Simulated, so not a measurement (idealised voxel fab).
process module | voxel tone inversion
cross-section cut | 200 nm wide | cells 5 nm
A cross-section is a grid of square cells, given in bands from the top down. A band is one or more rows of cells.
Each band's line starts with the height of the band's top and of its bottom, in nm. Then come its materials from left to right, each with its width in nm. One material with "throughout" fills the band from edge to edge. "air" is empty space.
Height 0 is the level under which the wafer as received is all one material. The lowest band goes on downwards, as in "0 down".
A width such as "30 to 40" changes by the same amount from each row of cells to the next, from the band's top row to its bottom row.
"no change" after a step means that no cell of the cross-section changed.
closed voids: empty space of 8 cells or more with no open way to the top, each as width x height at its distance from the left edge, in nm
after a step's settings: what the simulator itself notes on the step
overlay nm, on a step with a mask: how far to the right of its planned place the mask lay; to the left if negative
plan
1 op RECEIVE | material Si
2 op CONFORMAL_DEP | material SiN | thk nm 10
3 op DIRECTIONAL_DEP | material polySi | thk nm 15
4 op PATTERN | tone cover | mask id POSTS | material resist | width nm 15 | pitch nm 35 | thk nm 25 | overlay nm 0
5 op DIRECTIONAL_ETCH | etch materials polySi | depth nm 15
6 op STRIP | etch materials resist
7 op FILL_DEP | material SiO2 | thk nm 10
8 op CMP | height nm 25
9 op STRIP | etch materials polySi
10 op CONFORMAL_DEP | material TiN | thk nm 5
11 op FILL_DEP | material Ru | thk nm 10
12 op CMP | height nm 25
13 op CONFORMAL_DEP | material SiN | thk nm 5
as received, after step 1
  0 down: Si throughout
  closed voids: none
a wafer at the end: this start, this plan, one mistake
  30 to 25: SiN throughout
  25 to 15: Ru 50 | TiN 5 | SiO2 15 | TiN 5 | Ru 10 | TiN 5 | SiO2 15 | TiN 5 | Ru 10 | TiN 5 | SiO2 15 | TiN 5 | Ru 55
  15 to 10: TiN 55 | SiO2 15 | TiN 20 | SiO2 15 | TiN 20 | SiO2 15 | TiN 60
  10 to 0: SiN throughout
  0 down: Si throughout
  closed voids: none
what went wrong: step 4 ran as: op PATTERN | tone open | mask id POSTS | material resist | width nm 15 | pitch nm 35 | thk nm 25 | overlay nm 0
